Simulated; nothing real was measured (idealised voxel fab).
process module | voxel wiring stack
cross-section cut | 280 nm wide | cells 5 nm
A cross-section is a grid of square cells, given in bands from the top down. A band is one or more rows of cells.
Each band's line starts with the height of the band's top and of its bottom, in nm. Then come its materials from left to right, each with its width in nm. One material with "throughout" fills the band from edge to edge. "air" is empty space.
Height 0 is the level under which the wafer as received is all one material. The lowest band goes on downwards, as in "0 down".
A width such as "30 to 40" changes by the same amount from each row of cells to the next, from the band's top row to its bottom row.
"no change" after a step means that no cell of the cross-section changed.
closed voids: empty space of 8 cells or more with no open way to the top, each as width x height at its distance from the left edge, in nm
after a step's settings: what the simulator itself notes on the step
overlay nm, on a step with a mask: how far to the right of its planned place the mask lay; to the left if negative
Each pair below shows a cross-section before one step and the cross-section after it, down to the lowest band that changed. The line under each pair gives the step between them, with its settings. The pairs can come from different runs of this module on the same starting wafer, so a pair continues from the pair above only where its "before" says so.
before
  90 to 65: air 95 | W 30 | air 30 | W 30 | air 95
  65 to 60: TiN throughout
  60 to 50: lowk 95 | TiN 5 | Cu 5 | TiN 5 | lowk 45 | TiN 5 | Cu 5 | TiN 5 | lowk 110
  50 to 45: SiCN 95 | TiN 15 | SiCN 45 | TiN 15 | SiCN 110
  45 to 40: SiCN 90 | Ru 40 | SiCN 20 | Ru 40 | SiCN 90
  40 to 15: SiO2 95 | TiN 5 | Cu 20 | TiN 5 | SiO2 30 | TiN 5 | Cu 20 | TiN 5 | SiO2 95
  15 to 10: SiCN 95 | TiN 30 | SiCN 30 | TiN 30 | SiCN 95
  10 to 0: SiO2 throughout
  0 down: Si throughout
  closed voids: none
after
  90 to 65: air 95 | W 30 | air 30 | W 30 | air 95
  65 to 60: air 95 | TiN 30 | air 30 | TiN 30 | air 95
  below 60: unchanged
  closed voids: none
the step between: op MASKED_ETCH | tone cover | mask id METAL_2 | width nm 30 | pitch nm 60 | etch materials TiN | depth nm 5 | overlay nm 0
before: the cross-section after the pair above
after
  95 to 90: air 90 | SiN 40 | air 20 | SiN 40 | air 90
  90 to 65: air 90 | SiN 5 | W 30 | SiN 5 | air 20 | SiN 5 | W 30 | SiN 5 | air 90
  65 to 60: SiN 95 | TiN 30 | SiN 30 | TiN 30 | SiN 95
  below 60: unchanged
  closed voids: none
the step between: op CONFORMAL_DEP | material SiN | thk nm 5
before: the cross-section after the pair above
after
  105 to 95: lowk throughout
  95 to 90: lowk 90 | SiN 40 | lowk 20 | SiN 40 | lowk 90
  90 to 65: lowk 90 | SiN 5 | W 30 | SiN 5 | lowk 20 | SiN 5 | W 30 | SiN 5 | lowk 90
  below 65: unchanged
  closed voids: none
the step between: op FILL_DEP | material lowk | thk nm 10
before: the cross-section after the pair above
after
  95 to 90: lowk 90 | SiN 40 | lowk 20 | SiN 40 | lowk 90
  below 90: unchanged
  closed voids: none
the step between: op CMP | height nm 95
before: the cross-section after the pair above
after
  100 to 95: SiCN throughout
  below 95: unchanged
  closed voids: none
the step between: op CONFORMAL_DEP | material SiCN | thk nm 5
before: the cross-section after the pair above
after
  115 to 100: lowk throughout
  below 100: unchanged
  closed voids: none
the step between: op DIRECTIONAL_DEP | material lowk | thk nm 15
before: the cross-section after the pair above
after
  130 to 115: aC throughout
  below 115: unchanged
  closed voids: none
the step between: op DIRECTIONAL_DEP | material aC | thk nm 15
before: the cross-section after the pair above
after
  165 to 130: resist 95 | air 15 | resist 45 | air 15 | resist 110
  below 130: unchanged
  closed voids: none
the step between: op PATTERN | tone open | mask id PLUG_2 | material resist | width nm 15 | pitch nm 60 | thk nm 35 | overlay nm 0
before: the cross-section after the pair above
after
  150 to 130: resist 95 | air 15 | resist 45 | air 15 | resist 110
  130 to 115: aC 95 | air 15 | aC 45 | air 15 | aC 110
  below 115: unchanged
  closed voids: none
the step between: op DIRECTIONAL_ETCH | etch materials aC | depth nm 15
before: the cross-section after the pair above
after
  130 to 115: aC 95 | air 15 | aC 45 | air 15 | aC 110
  below 115: unchanged
  closed voids: none
the step between: op STRIP | etch materials resist
before: the cross-section after the pair above
after
  130 to 115: aC 95 | air 15 | aC 45 | air 15 | aC 110
  115 to 100: lowk 95 | air 15 | lowk 45 | air 15 | lowk 110
  below 100: unchanged
  closed voids: none
the step between: op DIRECTIONAL_ETCH | etch materials lowk | depth nm 15
before: the cross-section after the pair above
after
  130 to 115: aC 95 | air 15 | aC 45 | air 15 | aC 110
  115 to 100: lowk 95 | air 15 | lowk 45 | air 15 | lowk 110
  100 to 95: SiCN 95 | air 15 | SiCN 45 | air 15 | SiCN 110
  below 95: unchanged
  closed voids: none
the step between: op DIRECTIONAL_ETCH | etch materials SiCN | depth nm 5
before: the cross-section after the pair above
after
  115 to 100: lowk 95 | air 15 | lowk 45 | air 15 | lowk 110
  below 100: unchanged
  closed voids: none
the step between: op STRIP | etch materials aC
before: the cross-section after the pair above
after
  120 to 115: TiN 100 | air 5 | TiN 55 | air 5 | TiN 115
  115 to 100: lowk 95 | TiN 5 | air 5 | TiN 5 | lowk 45 | TiN 5 | air 5 | TiN 5 | lowk 110
  100 to 95: SiCN 95 | TiN 15 | SiCN 45 | TiN 15 | SiCN 110
  below 95: unchanged
  closed voids: none
the step between: op CONFORMAL_DEP | material TiN | thk nm 5
before: the cross-section after the pair above
after
  130 to 120: Cu throughout
  120 to 115: TiN 100 | Cu 5 | TiN 55 | Cu 5 | TiN 115
  115 to 100: lowk 95 | TiN 5 | Cu 5 | TiN 5 | lowk 45 | TiN 5 | Cu 5 | TiN 5 | lowk 110
  below 100: unchanged
  closed voids: none
the step between: op FILL_DEP | material Cu | thk nm 10
before: the cross-section after the pair above
after
  115 to 100: lowk 95 | TiN 5 | Cu 5 | TiN 5 | lowk 45 | TiN 5 | Cu 5 | TiN 5 | lowk 110
  below 100: unchanged
  closed voids: none
the step between: op CMP | height nm 115
before: the cross-section after the pair above
after
  120 to 115: TiN throughout
  below 115: unchanged
  closed voids: none
the step between: op DIRECTIONAL_DEP | material TiN | thk nm 5
before: the cross-section after the pair above
after
  145 to 120: W throughout
  below 120: unchanged
  closed voids: none
the step between: op DIRECTIONAL_DEP | material W | thk nm 25
before: the cross-section after the pair above
after
  155 to 145: aC throughout
  below 145: unchanged
  closed voids: none
the step between: op DIRECTIONAL_DEP | material aC | thk nm 10
before: the cross-section after the pair above
after
  185 to 155: air 95 | resist 30 | air 30 | resist 30 | air 95
  below 155: unchanged
  closed voids: none
the step between: op PATTERN | tone cover | mask id METAL_3 | material resist | width nm 30 | pitch nm 60 | thk nm 30 | overlay nm 0
before: the cross-section after the pair above
after
  175 to 155: air 95 | resist 30 | air 30 | resist 30 | air 95
  155 to 145: air 95 | aC 30 | air 30 | aC 30 | air 95
  below 145: unchanged
  closed voids: none
the step between: op DIRECTIONAL_ETCH | etch materials aC | depth nm 10
before: the cross-section after the pair above
after
  155 to 145: air 95 | aC 30 | air 30 | aC 30 | air 95
  below 145: unchanged
  closed voids: none
the step between: op STRIP | etch materials resist
before: the cross-section after the pair above
after
  155 to 145: air 95 | aC 30 | air 30 | aC 30 | air 95
  145 to 120: air 95 | W 30 | air 30 | W 30 | air 95
  below 120: unchanged
  closed voids: none
the step between: op DIRECTIONAL_ETCH | etch materials W | depth nm 25
before: the cross-section after the pair above
after
  155 to 145: air 95 | aC 30 | air 30 | aC 30 | air 95
  145 to 120: air 95 | W 30 | air 30 | W 30 | air 95
  120 to 115: air 95 | TiN 30 | air 30 | TiN 30 | air 95
  below 115: unchanged
  closed voids: none
the step between: op DIRECTIONAL_ETCH | etch materials TiN | depth nm 5
before: the cross-section after the pair above
after
  145 to 120: air 95 | W 30 | air 30 | W 30 | air 95
  below 120: unchanged
  closed voids: none
the step between: op STRIP | etch materials aC
before: the cross-section after the pair above
after
  155 to 145: lowk throughout
  145 to 120: lowk 95 | W 30 | lowk 30 | W 30 | lowk 95
  120 to 115: lowk 95 | TiN 30 | lowk 30 | TiN 30 | lowk 95
  below 115: unchanged
  closed voids: none
the step between: op FILL_DEP | material lowk | thk nm 10
before: the cross-section after the pair above
after
  145 to 120: lowk 95 | W 30 | lowk 30 | W 30 | lowk 95
  below 120: unchanged
  closed voids: none
the step between: op CMP | height nm 145
before: the cross-section after the pair above
after
  150 to 145: SiN throughout
  below 145: unchanged
  closed voids: none
the step between: op CONFORMAL_DEP | material SiN | thk nm 5
before
  155 to 145: aC throughout
  145 to 120: W throughout
  120 to 115: TiN throughout
  115 to 100: lowk 95 | TiN 5 | Cu 5 | TiN 5 | lowk 45 | TiN 5 | Cu 5 | TiN 5 | lowk 110
  100 to 95: SiCN 95 | TiN 15 | SiCN 45 | TiN 15 | SiCN 110
  95 to 70: lowk 90 | SiN 5 | W 30 | SiN 5 | lowk 20 | SiN 5 | W 30 | SiN 5 | lowk 90
  70 to 65: SiN 95 | TiN 30 | SiN 30 | TiN 30 | SiN 95
  65 to 50: lowk 95 | TiN 5 | Cu 5 | TiN 5 | lowk 45 | TiN 5 | Cu 5 | TiN 5 | lowk 110
  50 to 45: SiCN 95 | TiN 15 | SiCN 45 | TiN 15 | SiCN 110
  45 to 40: SiCN 90 | Ru 40 | SiCN 20 | Ru 40 | SiCN 90
  40 to 15: SiO2 95 | TiN 5 | Cu 20 | TiN 5 | SiO2 30 | TiN 5 | Cu 20 | TiN 5 | SiO2 95
  15 to 10: SiCN 95 | TiN 30 | SiCN 30 | TiN 30 | SiCN 95
  10 to 0: SiO2 throughout
  0 down: Si throughout
  closed voids: none
after
  185 to 155: air 90 | resist 40 | air 20 | resist 40 | air 90
  below 155: unchanged
  closed voids: none
the step between: op PATTERN | tone cover | mask id METAL_3 | material resist | width nm 40 | pitch nm 60 | thk nm 30 | overlay nm 0
before: the cross-section after the pair above
after
  175 to 155: air 90 | resist 40 | air 20 | resist 40 | air 90
  155 to 145: air 90 | aC 40 | air 20 | aC 40 | air 90
  below 145: unchanged
  closed voids: none
the step between: op DIRECTIONAL_ETCH | etch materials aC | depth nm 10
before: the cross-section after the pair above
after
  155 to 145: air 90 | aC 40 | air 20 | aC 40 | air 90
  below 145: unchanged
  closed voids: none
the step between: op STRIP | etch materials resist
before: the cross-section after the pair above
after
  155 to 145: air 90 | aC 40 | air 20 | aC 40 | air 90
  145 to 120: air 90 | W 40 | air 20 | W 40 | air 90
  below 120: unchanged
  closed voids: none
the step between: op DIRECTIONAL_ETCH | etch materials W | depth nm 25
before: the cross-section after the pair above
after
  155 to 145: air 90 | aC 40 | air 20 | aC 40 | air 90
  145 to 120: air 90 | W 40 | air 20 | W 40 | air 90
  120 to 115: air 90 | TiN 40 | air 20 | TiN 40 | air 90
  below 115: unchanged
  closed voids: none
the step between: op DIRECTIONAL_ETCH | etch materials TiN | depth nm 5
before: the cross-section after the pair above
after
  145 to 120: air 90 | W 40 | air 20 | W 40 | air 90
  below 120: unchanged
  closed voids: none
the step between: op STRIP | etch materials aC
before: the cross-section after the pair above
after
  155 to 145: lowk throughout
  145 to 120: lowk 90 | W 40 | lowk 20 | W 40 | lowk 90
  120 to 115: lowk 90 | TiN 40 | lowk 20 | TiN 40 | lowk 90
  below 115: unchanged
  closed voids: none
the step between: op FILL_DEP | material lowk | thk nm 10
before: the cross-section after the pair above
after
  145 to 120: lowk 90 | W 40 | lowk 20 | W 40 | lowk 90
  below 120: unchanged
  closed voids: none
the step between: op CMP | height nm 145
before: the cross-section after the pair above
after
  150 to 145: SiN throughout
  below 145: unchanged
  closed voids: none
the step between: op CONFORMAL_DEP | material SiN | thk nm 5
before
  95 to 70: W throughout
  70 to 65: TiN throughout
  65 to 50: lowk 95 | TiN 5 | Cu 5 | TiN 5 | lowk 45 | TiN 5 | Cu 5 | TiN 5 | lowk 110
  50 to 45: SiCN 95 | TiN 15 | SiCN 45 | TiN 15 | SiCN 110
  45 to 40: SiCN 90 | Ru 40 | SiCN 20 | Ru 40 | SiCN 90
  40 to 15: SiO2 95 | TiN 5 | Cu 20 | TiN 5 | SiO2 30 | TiN 5 | Cu 20 | TiN 5 | SiO2 95
  15 to 10: SiCN 95 | TiN 30 | SiCN 30 | TiN 30 | SiCN 95
  10 to 0: SiO2 throughout
  0 down: Si throughout
  closed voids: none
after
  95 to 70: air 90 | W 30 | air 30 | W 30 | air 100
  below 70: unchanged
  closed voids: none
the step between: op MASKED_ETCH | tone cover | mask id METAL_2 | width nm 30 | pitch nm 60 | etch materials W | depth nm 25 | overlay nm -5
before: the cross-section after the pair above
after
  95 to 70: air 90 | W 30 | air 30 | W 30 | air 100
  70 to 65: air 90 | TiN 35 | air 25 | TiN 35 | air 95
  below 65: unchanged
  closed voids: none
the step between: op MASKED_ETCH | tone cover | mask id METAL_2 | width nm 30 | pitch nm 60 | etch materials TiN | depth nm 5 | overlay nm 0
before: the cross-section after the pair above
after
  100 to 95: air 85 | SiN 40 | air 20 | SiN 40 | air 95
  95 to 75: air 85 | SiN 5 | W 30 | SiN 5 | air 20 | SiN 5 | W 30 | SiN 5 | air 95
  75 to 70: air 85 | SiN 5 | W 30 | SiN 10 | air 15 | SiN 5 | W 30 | SiN 10 | air 90
  70 to 65: SiN 90 | TiN 35 | SiN 25 | TiN 35 | SiN 95
  below 65: unchanged
  closed voids: none
the step between: op CONFORMAL_DEP | material SiN | thk nm 5
before: the cross-section after the pair above
after
  110 to 100: lowk throughout
  100 to 95: lowk 85 | SiN 40 | lowk 20 | SiN 40 | lowk 95
  95 to 75: lowk 85 | SiN 5 | W 30 | SiN 5 | lowk 20 | SiN 5 | W 30 | SiN 5 | lowk 95
  75 to 70: lowk 85 | SiN 5 | W 30 | SiN 10 | lowk 15 | SiN 5 | W 30 | SiN 10 | lowk 90
  below 70: unchanged
  closed voids: none
the step between: op FILL_DEP | material lowk | thk nm 10
before: the cross-section after the pair above
after
  95 to 75: lowk 85 | SiN 5 | W 30 | SiN 5 | lowk 20 | SiN 5 | W 30 | SiN 5 | lowk 95
  below 75: unchanged
  closed voids: none
the step between: op CMP | height nm 95
before: the cross-section after the pair above
after
  100 to 95: SiCN throughout
  below 95: unchanged
  closed voids: none
the step between: op CONFORMAL_DEP | material SiCN | thk nm 5
before: the cross-section after the pair above
after
  115 to 100: lowk throughout
  below 100: unchanged
  closed voids: none
the step between: op DIRECTIONAL_DEP | material lowk | thk nm 15
before: the cross-section after the pair above
after
  130 to 115: aC throughout
  below 115: unchanged
  closed voids: none
the step between: op DIRECTIONAL_DEP | material aC | thk nm 15
before: the cross-section after the pair above
after
  165 to 130: resist 95 | air 15 | resist 45 | air 15 | resist 110
  below 130: unchanged
  closed voids: none
the step between: op PATTERN | tone open | mask id PLUG_2 | material resist | width nm 15 | pitch nm 60 | thk nm 35 | overlay nm 0
before: the cross-section after the pair above
after
  150 to 130: resist 95 | air 15 | resist 45 | air 15 | resist 110
  130 to 115: aC 95 | air 15 | aC 45 | air 15 | aC 110
  below 115: unchanged
  closed voids: none
the step between: op DIRECTIONAL_ETCH | etch materials aC | depth nm 15
before: the cross-section after the pair above
after
  130 to 115: aC 95 | air 15 | aC 45 | air 15 | aC 110
  below 115: unchanged
  closed voids: none
the step between: op STRIP | etch materials resist
before: the cross-section after the pair above
after
  130 to 115: aC 95 | air 15 | aC 45 | air 15 | aC 110
  115 to 100: lowk 95 | air 15 | lowk 45 | air 15 | lowk 110
  below 100: unchanged
  closed voids: none
the step between: op DIRECTIONAL_ETCH | etch materials lowk | depth nm 15
before: the cross-section after the pair above
after
  130 to 115: aC 95 | air 15 | aC 45 | air 15 | aC 110
  115 to 100: lowk 95 | air 15 | lowk 45 | air 15 | lowk 110
  100 to 95: SiCN 95 | air 15 | SiCN 45 | air 15 | SiCN 110
  below 95: unchanged
  closed voids: none
the step between: op DIRECTIONAL_ETCH | etch materials SiCN | depth nm 5
before: the cross-section after the pair above
after
  115 to 100: lowk 95 | air 15 | lowk 45 | air 15 | lowk 110
  below 100: unchanged
  closed voids: none
the step between: op STRIP | etch materials aC
before: the cross-section after the pair above
after
  120 to 115: TiN 100 | air 5 | TiN 55 | air 5 | TiN 115
  115 to 100: lowk 95 | TiN 5 | air 5 | TiN 5 | lowk 45 | TiN 5 | air 5 | TiN 5 | lowk 110
  100 to 95: SiCN 95 | TiN 15 | SiCN 45 | TiN 15 | SiCN 110
  below 95: unchanged
  closed voids: none
the step between: op CONFORMAL_DEP | material TiN | thk nm 5
before: the cross-section after the pair above
after
  130 to 120: Cu throughout
  120 to 115: TiN 100 | Cu 5 | TiN 55 | Cu 5 | TiN 115
  115 to 100: lowk 95 | TiN 5 | Cu 5 | TiN 5 | lowk 45 | TiN 5 | Cu 5 | TiN 5 | lowk 110
  below 100: unchanged
  closed voids: none
the step between: op FILL_DEP | material Cu | thk nm 10
before: the cross-section after the pair above
after
  115 to 100: lowk 95 | TiN 5 | Cu 5 | TiN 5 | lowk 45 | TiN 5 | Cu 5 | TiN 5 | lowk 110
  below 100: unchanged
  closed voids: none
the step between: op CMP | height nm 115
before: the cross-section after the pair above
after
  120 to 115: TiN throughout
  below 115: unchanged
  closed voids: none
the step between: op DIRECTIONAL_DEP | material TiN | thk nm 5
before: the cross-section after the pair above
after
  145 to 120: W throughout
  below 120: unchanged
  closed voids: none
the step between: op DIRECTIONAL_DEP | material W | thk nm 25
before: the cross-section after the pair above
after
  155 to 145: aC throughout
  below 145: unchanged
  closed voids: none
the step between: op DIRECTIONAL_DEP | material aC | thk nm 10
before: the cross-section after the pair above
after
  185 to 155: air 95 | resist 30 | air 30 | resist 30 | air 95
  below 155: unchanged
  closed voids: none
the step between: op PATTERN | tone cover | mask id METAL_3 | material resist | width nm 30 | pitch nm 60 | thk nm 30 | overlay nm 0
before: the cross-section after the pair above
after
  175 to 155: air 95 | resist 30 | air 30 | resist 30 | air 95
  155 to 145: air 95 | aC 30 | air 30 | aC 30 | air 95
  below 145: unchanged
  closed voids: none
the step between: op DIRECTIONAL_ETCH | etch materials aC | depth nm 10
before: the cross-section after the pair above
after
  155 to 145: air 95 | aC 30 | air 30 | aC 30 | air 95
  below 145: unchanged
  closed voids: none
the step between: op STRIP | etch materials resist
before: the cross-section after the pair above
after
  155 to 145: air 95 | aC 30 | air 30 | aC 30 | air 95
  145 to 120: air 95 | W 30 | air 30 | W 30 | air 95
  below 120: unchanged
  closed voids: none
the step between: op DIRECTIONAL_ETCH | etch materials W | depth nm 25
before: the cross-section after the pair above
after
  155 to 145: air 95 | aC 30 | air 30 | aC 30 | air 95
  145 to 120: air 95 | W 30 | air 30 | W 30 | air 95
  120 to 115: air 95 | TiN 30 | air 30 | TiN 30 | air 95
  below 115: unchanged
  closed voids: none
the step between: op DIRECTIONAL_ETCH | etch materials TiN | depth nm 5
before: the cross-section after the pair above
after
  145 to 120: air 95 | W 30 | air 30 | W 30 | air 95
  below 120: unchanged
  closed voids: none
the step between: op STRIP | etch materials aC
before: the cross-section after the pair above
after
  155 to 145: lowk throughout
  145 to 120: lowk 95 | W 30 | lowk 30 | W 30 | lowk 95
  120 to 115: lowk 95 | TiN 30 | lowk 30 | TiN 30 | lowk 95
  below 115: unchanged
  closed voids: none
the step between: op FILL_DEP | material lowk | thk nm 10
before: the cross-section after the pair above
after
  145 to 120: lowk 95 | W 30 | lowk 30 | W 30 | lowk 95
  below 120: unchanged
  closed voids: none
the step between: op CMP | height nm 145
before: the cross-section after the pair above
after
  150 to 145: SiN throughout
  below 145: unchanged
  closed voids: none
the step between: op CONFORMAL_DEP | material SiN | thk nm 5
before
  120 to 115: TiN throughout
  115 to 100: lowk 95 | TiN 5 | Cu 5 | TiN 5 | lowk 45 | TiN 5 | Cu 5 | TiN 5 | lowk 110
  100 to 95: SiCN 95 | TiN 15 | SiCN 45 | TiN 15 | SiCN 110
  95 to 70: lowk 90 | SiN 5 | W 30 | SiN 5 | lowk 20 | SiN 5 | W 30 | SiN 5 | lowk 90
  70 to 65: SiN 95 | TiN 30 | SiN 30 | TiN 30 | SiN 95
  65 to 50: lowk 95 | TiN 5 | Cu 5 | TiN 5 | lowk 45 | TiN 5 | Cu 5 | TiN 5 | lowk 110
  50 to 45: SiCN 95 | TiN 15 | SiCN 45 | TiN 15 | SiCN 110
  45 to 40: SiCN 90 | Ru 40 | SiCN 20 | Ru 40 | SiCN 90
  40 to 15: SiO2 95 | TiN 5 | Cu 20 | TiN 5 | SiO2 30 | TiN 5 | Cu 20 | TiN 5 | SiO2 95
  15 to 10: SiCN 95 | TiN 30 | SiCN 30 | TiN 30 | SiCN 95
  10 to 0: SiO2 throughout
  0 down: Si throughout
  closed voids: none
after
  145 to 120: Ru throughout
  below 120: unchanged
  closed voids: none
the step between: op DIRECTIONAL_DEP | material Ru | thk nm 25
before: the cross-section after the pair above
after
  155 to 145: aC throughout
  below 145: unchanged
  closed voids: none
the step between: op DIRECTIONAL_DEP | material aC | thk nm 10
before: the cross-section after the pair above
after
  185 to 155: air 95 | resist 30 | air 30 | resist 30 | air 95
  below 155: unchanged
  closed voids: none
the step between: op PATTERN | tone cover | mask id METAL_3 | material resist | width nm 30 | pitch nm 60 | thk nm 30 | overlay nm 0
before: the cross-section after the pair above
after
  175 to 155: air 95 | resist 30 | air 30 | resist 30 | air 95
  155 to 145: air 95 | aC 30 | air 30 | aC 30 | air 95
  below 145: unchanged
  closed voids: none
the step between: op DIRECTIONAL_ETCH | etch materials aC | depth nm 10
before: the cross-section after the pair above
after
  155 to 145: air 95 | aC 30 | air 30 | aC 30 | air 95
  below 145: unchanged
  closed voids: none
the step between: op STRIP | etch materials resist
before: the cross-section after the pair above
after
  145 to 120: Ru throughout
  below 120: unchanged
  closed voids: none
the step between: op STRIP | etch materials aC
before: the cross-section after the pair above
after
  155 to 145: lowk throughout
  below 145: unchanged
  closed voids: none
the step between: op FILL_DEP | material lowk | thk nm 10
before: the cross-section after the pair above
after
  145 to 120: Ru throughout
  below 120: unchanged
  closed voids: none
the step between: op CMP | height nm 145
before: the cross-section after the pair above
after
  150 to 145: SiN throughout
  below 145: unchanged
  closed voids: none
the step between: op CONFORMAL_DEP | material SiN | thk nm 5
before
  40 to 15: SiO2 throughout
  15 to 10: SiCN throughout
  10 to 0: SiO2 throughout
  0 down: Si throughout
  closed voids: none
after
  40 to 15: air 95 | SiO2 30 | air 30 | SiO2 30 | air 95
  below 15: unchanged
  closed voids: none
the step between: op MASKED_ETCH | tone cover | mask id METAL_1 | width nm 30 | pitch nm 60 | etch materials SiO2 | depth nm 25 | overlay nm 0
before: the cross-section after the pair above
after
  45 to 40: air 90 | TiN 40 | air 20 | TiN 40 | air 90
  40 to 20: air 90 | TiN 5 | SiO2 30 | TiN 5 | air 20 | TiN 5 | SiO2 30 | TiN 5 | air 90
  20 to 15: TiN 95 | SiO2 30 | TiN 30 | SiO2 30 | TiN 95
  below 15: unchanged
  closed voids: none
the step between: op CONFORMAL_DEP | material TiN | thk nm 5
before: the cross-section after the pair above
after
  55 to 45: Cu throughout
  45 to 40: Cu 90 | TiN 40 | Cu 20 | TiN 40 | Cu 90
  40 to 20: Cu 90 | TiN 5 | SiO2 30 | TiN 5 | Cu 20 | TiN 5 | SiO2 30 | TiN 5 | Cu 90
  below 20: unchanged
  closed voids: none
the step between: op FILL_DEP | material Cu | thk nm 10
before: the cross-section after the pair above
after
  40 to 20: Cu 90 | TiN 5 | SiO2 30 | TiN 5 | Cu 20 | TiN 5 | SiO2 30 | TiN 5 | Cu 90
  below 20: unchanged
  closed voids: none
the step between: op CMP | height nm 40
before: the cross-section after the pair above
after
  45 to 40: Ru 100 | air 20 | Ru 40 | air 20 | Ru 100
  below 40: unchanged
  closed voids: none
the step between: op EPI | material Ru | thk nm 5
before: the cross-section after the pair above
after
  50 to 45: SiCN throughout
  45 to 40: Ru 100 | SiCN 20 | Ru 40 | SiCN 20 | Ru 100
  below 40: unchanged
  closed voids: none
the step between: op FILL_DEP | material SiCN | thk nm 5
before: the cross-section after the pair above
after
  65 to 50: lowk throughout
  below 50: unchanged
  closed voids: none
the step between: op DIRECTIONAL_DEP | material lowk | thk nm 15
before: the cross-section after the pair above
after
  75 to 65: aC throughout
  below 65: unchanged
  closed voids: none
the step between: op DIRECTIONAL_DEP | material aC | thk nm 10
before: the cross-section after the pair above
after
  100 to 75: resist 95 | air 15 | resist 45 | air 15 | resist 110
  below 75: unchanged
  closed voids: none
the step between: op PATTERN | tone open | mask id PLUG_1 | material resist | width nm 15 | pitch nm 60 | thk nm 25 | overlay nm 0
before: the cross-section after the pair above
after
  90 to 75: resist 95 | air 15 | resist 45 | air 15 | resist 110
  75 to 65: aC 95 | air 15 | aC 45 | air 15 | aC 110
  below 65: unchanged
  closed voids: none
the step between: op DIRECTIONAL_ETCH | etch materials aC | depth nm 10
before: the cross-section after the pair above
after
  75 to 65: aC 95 | air 15 | aC 45 | air 15 | aC 110
  below 65: unchanged
  closed voids: none
the step between: op STRIP | etch materials resist
before: the cross-section after the pair above
after
  75 to 65: aC 95 | air 15 | aC 45 | air 15 | aC 110
  65 to 50: lowk 95 | air 15 | lowk 45 | air 15 | lowk 110
  below 50: unchanged
  closed voids: none
the step between: op DIRECTIONAL_ETCH | etch materials lowk | depth nm 15
before: the cross-section after the pair above
after
  75 to 65: aC 95 | air 15 | aC 45 | air 15 | aC 110
  65 to 50: lowk 95 | air 15 | lowk 45 | air 15 | lowk 110
  50 to 45: SiCN 95 | air 15 | SiCN 45 | air 15 | SiCN 110
  below 45: unchanged
  closed voids: none
the step between: op DIRECTIONAL_ETCH | etch materials SiCN | depth nm 5
before: the cross-section after the pair above
after
  65 to 50: lowk 95 | air 15 | lowk 45 | air 15 | lowk 110
  below 50: unchanged
  closed voids: none
the step between: op STRIP | etch materials aC
before: the cross-section after the pair above
after
  70 to 65: TiN 100 | air 5 | TiN 55 | air 5 | TiN 115
  65 to 50: lowk 95 | TiN 5 | air 5 | TiN 5 | lowk 45 | TiN 5 | air 5 | TiN 5 | lowk 110
  50 to 45: SiCN 95 | TiN 15 | SiCN 45 | TiN 15 | SiCN 110
  below 45: unchanged
  closed voids: none
the step between: op CONFORMAL_DEP | material TiN | thk nm 5
before: the cross-section after the pair above
after
  75 to 70: Cu throughout
  70 to 65: TiN 100 | Cu 5 | TiN 55 | Cu 5 | TiN 115
  65 to 50: lowk 95 | TiN 5 | Cu 5 | TiN 5 | lowk 45 | TiN 5 | Cu 5 | TiN 5 | lowk 110
  below 50: unchanged
  closed voids: none
the step between: op FILL_DEP | material Cu | thk nm 5
before: the cross-section after the pair above
after
  65 to 50: lowk 95 | TiN 5 | Cu 5 | TiN 5 | lowk 45 | TiN 5 | Cu 5 | TiN 5 | lowk 110
  below 50: unchanged
  closed voids: none
the step between: op CMP | height nm 65
before: the cross-section after the pair above
after
  70 to 65: TiN throughout
  below 65: unchanged
  closed voids: none
the step between: op DIRECTIONAL_DEP | material TiN | thk nm 5
before: the cross-section after the pair above
after
  95 to 70: W throughout
  below 70: unchanged
  closed voids: none
the step between: op DIRECTIONAL_DEP | material W | thk nm 25
before: the cross-section after the pair above
after
  95 to 70: air 95 | W 30 | air 30 | W 30 | air 95
  below 70: unchanged
  closed voids: none
the step between: op MASKED_ETCH | tone cover | mask id METAL_2 | width nm 30 | pitch nm 60 | etch materials W | depth nm 25 | overlay nm 0
before: the cross-section after the pair above
after
  95 to 70: air 95 | W 30 | air 30 | W 30 | air 95
  70 to 65: air 95 | TiN 30 | air 30 | TiN 30 | air 95
  below 65: unchanged
  closed voids: none
the step between: op MASKED_ETCH | tone cover | mask id METAL_2 | width nm 30 | pitch nm 60 | etch materials TiN | depth nm 5 | overlay nm 0
before: the cross-section after the pair above
after
  100 to 95: air 90 | SiN 40 | air 20 | SiN 40 | air 90
  95 to 70: air 90 | SiN 5 | W 30 | SiN 5 | air 20 | SiN 5 | W 30 | SiN 5 | air 90
  70 to 65: SiN 95 | TiN 30 | SiN 30 | TiN 30 | SiN 95
  below 65: unchanged
  closed voids: none
the step between: op CONFORMAL_DEP | material SiN | thk nm 5
before: the cross-section after the pair above
after
  110 to 100: lowk throughout
  100 to 95: lowk 90 | SiN 40 | lowk 20 | SiN 40 | lowk 90
  95 to 70: lowk 90 | SiN 5 | W 30 | SiN 5 | lowk 20 | SiN 5 | W 30 | SiN 5 | lowk 90
  below 70: unchanged
  closed voids: none
the step between: op FILL_DEP | material lowk | thk nm 10
before: the cross-section after the pair above
after
  95 to 70: lowk 90 | SiN 5 | W 30 | SiN 5 | lowk 20 | SiN 5 | W 30 | SiN 5 | lowk 90
  below 70: unchanged
  closed voids: none
the step between: op CMP | height nm 95
before: the cross-section after the pair above
after
  100 to 95: SiCN throughout
  below 95: unchanged
  closed voids: none
the step between: op CONFORMAL_DEP | material SiCN | thk nm 5
before: the cross-section after the pair above
after
  115 to 100: lowk throughout
  below 100: unchanged
  closed voids: none
the step between: op DIRECTIONAL_DEP | material lowk | thk nm 15
before: the cross-section after the pair above
after
  130 to 115: aC throughout
  below 115: unchanged
  closed voids: none
the step between: op DIRECTIONAL_DEP | material aC | thk nm 15
before: the cross-section after the pair above
after
  165 to 130: resist 95 | air 15 | resist 45 | air 15 | resist 110
  below 130: unchanged
  closed voids: none
the step between: op PATTERN | tone open | mask id PLUG_2 | material resist | width nm 15 | pitch nm 60 | thk nm 35 | overlay nm 0
before: the cross-section after the pair above
after
  150 to 130: resist 95 | air 15 | resist 45 | air 15 | resist 110
  130 to 115: aC 95 | air 15 | aC 45 | air 15 | aC 110
  below 115: unchanged
  closed voids: none
the step between: op DIRECTIONAL_ETCH | etch materials aC | depth nm 15
before: the cross-section after the pair above
after
  130 to 115: aC 95 | air 15 | aC 45 | air 15 | aC 110
  below 115: unchanged
  closed voids: none
the step between: op STRIP | etch materials resist
before: the cross-section after the pair above
after
  130 to 115: aC 95 | air 15 | aC 45 | air 15 | aC 110
  115 to 100: lowk 95 | air 15 | lowk 45 | air 15 | lowk 110
  below 100: unchanged
  closed voids: none
the step between: op DIRECTIONAL_ETCH | etch materials lowk | depth nm 15
before: the cross-section after the pair above
after
  130 to 115: aC 95 | air 15 | aC 45 | air 15 | aC 110
  115 to 100: lowk 95 | air 15 | lowk 45 | air 15 | lowk 110
  100 to 95: SiCN 95 | air 15 | SiCN 45 | air 15 | SiCN 110
  below 95: unchanged
  closed voids: none
the step between: op DIRECTIONAL_ETCH | etch materials SiCN | depth nm 5
